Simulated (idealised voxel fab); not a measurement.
Herein follows the process module entitled voxel wiring stack.
165 nm wide, 5 nm square cells: that's cross-section cut.
A cross-section in this document is a grid of square cells, and it is written down as bands, the top band listed before the ones below it; a band is made up of one or more rows of cells. Per band: top height and bottom height in nm, followed by the left-to-right materials and their widths in nm; "edge to edge" marks a single material spanning edge to edge, "blank" marks empty space. It should be noted that heights are counted from 0, beneath which the wafer as supplied is of one material throughout, and that the lowest band possesses no lower boundary but continues downward, as written in "from 0 down". Top row gets the first number, bottom row gets the second, and each row in between changes by the same step: that is how a band width like "30..40" works. "remained the same" -> step changed no cross-section cell. The label "Voids lacking openings" introduces a list of the empty spaces, 8 cells or larger, that have no open way up to the top; each entry in it reads width x height at distance, where the distance is taken from the left edge and all three are stated in nm. What comes after the settings on a step's line is commentary from the simulator itself on that step. overlay nm: for a step with a mask, the amount by which the mask lay right of where it was planned; a negative amount means left of it.
### This section lists the process steps that were planned
| 1 | RECEIVE, material Si |
| 2 | CONFORMAL_DEP, material SiO2, thk nm 10 |
| 3 | CONFORMAL_DEP, material SiCN, thk nm 5 |
| 4 | DIRECTIONAL_DEP, material lowk, thk nm 25 |
| 5 | PATTERN, tone open, mask id METAL_1, material resist, width nm 20, pitch nm 45, thk nm 20, overlay nm 0 |
| 6 | DIRECTIONAL_ETCH, etch materials lowk, depth nm 25 |
| 7 | DIRECTIONAL_ETCH, etch materials SiCN, depth nm 5 |
| 8 | STRIP, etch materials resist |
| 9 | CONFORMAL_DEP, material TiN, thk nm 5 |
| 10 | FILL_DEP, material Ru, thk nm 5 |
| 11 | CMP, height nm 40 |
| 12 | EPI, material Ru, thk nm 5 |
| 13 | FILL_DEP, material SiCN, thk nm 5 |
| 14 | DIRECTIONAL_DEP, material SiO2, thk nm 35 |
| 15 | MASKED_ETCH, tone open, mask id METAL_2_HOLES, width nm 15, pitch nm 45, etch materials SiO2, depth nm 35, overlay nm 0 |
| 16 | MASKED_ETCH, tone open, mask id METAL_2, width nm 20, pitch nm 45, etch materials SiO2, depth nm 20, overlay nm 0 |
| 17 | MASKED_ETCH, tone open, mask id METAL_2, width nm 20, pitch nm 45, etch materials SiCN, depth nm 5, overlay nm 0 |
| 18 | CONFORMAL_DEP, material TiN, thk nm 5 |
| 19 | FILL_DEP, material Cu, thk nm 10 |
| 20 | CMP, height nm 85 |
| 21 | CONFORMAL_DEP, material SiN, thk nm 5 |
### Here's what the wafer looked like in cross-section when it arrived - that's after step 1
* from 0 down  Si edge to edge
* Voids lacking openings: none
### Result of the module, cross-sectioned: start per above, plan per above, one error in how it was run
* from 90 to 85  SiN edge to edge
* from 85 to 70  SiO2 (50), then TiN (5), then Cu (10), then TiN (5), then SiO2 (25), then TiN (5), then Cu (10), then TiN (5), then SiO2 (50)
* from 70 to 65  SiO2 (50), then TiN (5), then Cu (5), then TiN (10), then SiO2 (25), then TiN (5), then Cu (5), then TiN (10), then SiO2 (50)
* from 65 to 50  SiO2 (50), then TiN (5), then Cu (5), then TiN (5), then SiO2 (30), then TiN (5), then Cu (5), then TiN (5), then SiO2 (55)
* from 50 to 45  SiCN (50), then TiN (15), then SiCN (30), then TiN (15), then SiCN (55)
* from 45 to 40  SiCN (45), then Ru (30), then SiCN (15), then Ru (30), then SiCN (45)
* from 40 to 20  lowk (50), then TiN (5), then Ru (10), then TiN (5), then lowk (25), then TiN (5), then Ru (10), then TiN (5), then lowk (50)
* from 20 to 15  lowk (50), then TiN (20), then lowk (25), then TiN (20), then lowk (50)
* from 15 to 5  SiO2 edge to edge
* from 5 to 0  SiCN edge to edge
* from 0 down  Si edge to edge
* Voids lacking openings: none
Want to know what went wrong? steps 2 and 3: order swapped relative to plan
